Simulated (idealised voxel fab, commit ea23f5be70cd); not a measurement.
Process module heading - voxel spacer lines
Square cell edge 5 nm, section width 255 nm, ID cut.
For the purposes of this document, a cross-section shall be understood as a grid of square cells, specified as bands listed in top-to-bottom order, each band consisting of one or more rows of cells.
For a band, the entry starts with two heights in nm, that of the top and then that of the bottom, and carries on with the band's materials in order from left to right, each alongside its width in nm; the word "edge to edge" beside a single material means it fills the band edge to edge, and "air" means empty space.
Heights are measured from 0, the level below which the as-received wafer is all one material; the lowest band has no bottom and continues downward, written as in "z 0 and below".
So if you see something like "30->40" for the width, read it as the top row of the band sitting at the first number and the bottom row at the second, with every row in between moving by the same amount as the last.
Where a step carries "remained unchanged", the cross-section came out of it unchanged, cell for cell.
Entry "Sealed-off cavities" = empty spaces >= 8 cells with no open way to the top; each as width x height at distance, distance from left edge, all nm.
On each step's line, the part that comes after the settings is the simulator's own comment on the step.
What "overlay nm" on a step's line means: if the step has a mask, that mask lay this far to the right of its planned place, or, when the value is negative, to the left.
### Listed below are the process steps as planned
- 1: RECEIVE with material Si
- 2: CONFORMAL_DEP with material Al2O3, thk nm 10
- 3: DIRECTIONAL_DEP with material TiN, thk nm 10
- 4: DIRECTIONAL_DEP with material polySi, thk nm 30
- 5: PATTERN with tone cover, mask id MANDREL, material resist, width nm 15, pitch nm 60, thk nm 35, overlay nm 0
- 6: DIRECTIONAL_ETCH with etch materials polySi, depth nm 30
- 7: STRIP with etch materials resist
- 8: CONFORMAL_DEP with material SiO2, thk nm 10
- 9: DIRECTIONAL_ETCH with etch materials SiO2, depth nm 10
- 10: STRIP with etch materials polySi
- 11: DIRECTIONAL_ETCH with etch materials TiN, depth nm 10
- 12: STRIP with etch materials SiO2
- 13: FILL_DEP with material lowk, thk nm 5
- 14: CMP with height nm 20
All wafers enter the flow in the same state. The width nm at step 5 differs from wafer to wafer, and the plan gives the value for the first wafer.
### This is how the first of several wafers looked in cross-section when it arrived, which is after step 1
- z 0 and below: Si edge to edge
- Sealed-off cavities: none
### End of module: cross-section of the first of several wafers after step 14, the last step
- z 20 to 10: 80 nm lowk  10 nm TiN  15 nm lowk  10 nm TiN  25 nm lowk  10 nm TiN  15 nm lowk  10 nm TiN  80 nm lowk
- z 10 to 0: Al2O3 edge to edge
- z 0 and below: Si edge to edge
- Sealed-off cavities: none
### Showing the last wafer in cross-section at the end of the module
- z 20 to 10: 70 nm lowk  10 nm TiN  35 nm lowk  10 nm TiN  5 nm lowk  10 nm TiN  35 nm lowk  10 nm TiN  70 nm lowk
- z 10 to 0: Al2O3 edge to edge
- z 0 and below: Si edge to edge
- Sealed-off cavities: none
### Row per wafer, end-of-module: cell gain (+)/loss (-) by material since the wafer came in, then closed voids
width nm 15, +102 Al2O3, +16 TiN, +86 lowk, Sealed-off cavities: none
width nm 20, +102 Al2O3, +16 TiN, +86 lowk, Sealed-off cavities: none
width nm 25, +102 Al2O3, +16 TiN, +86 lowk, Sealed-off cavities: none
width nm 30, +102 Al2O3, +16 TiN, +86 lowk, Sealed-off cavities: none
width nm 35, +102 Al2O3, +16 TiN, +86 lowk, Sealed-off cavities: none
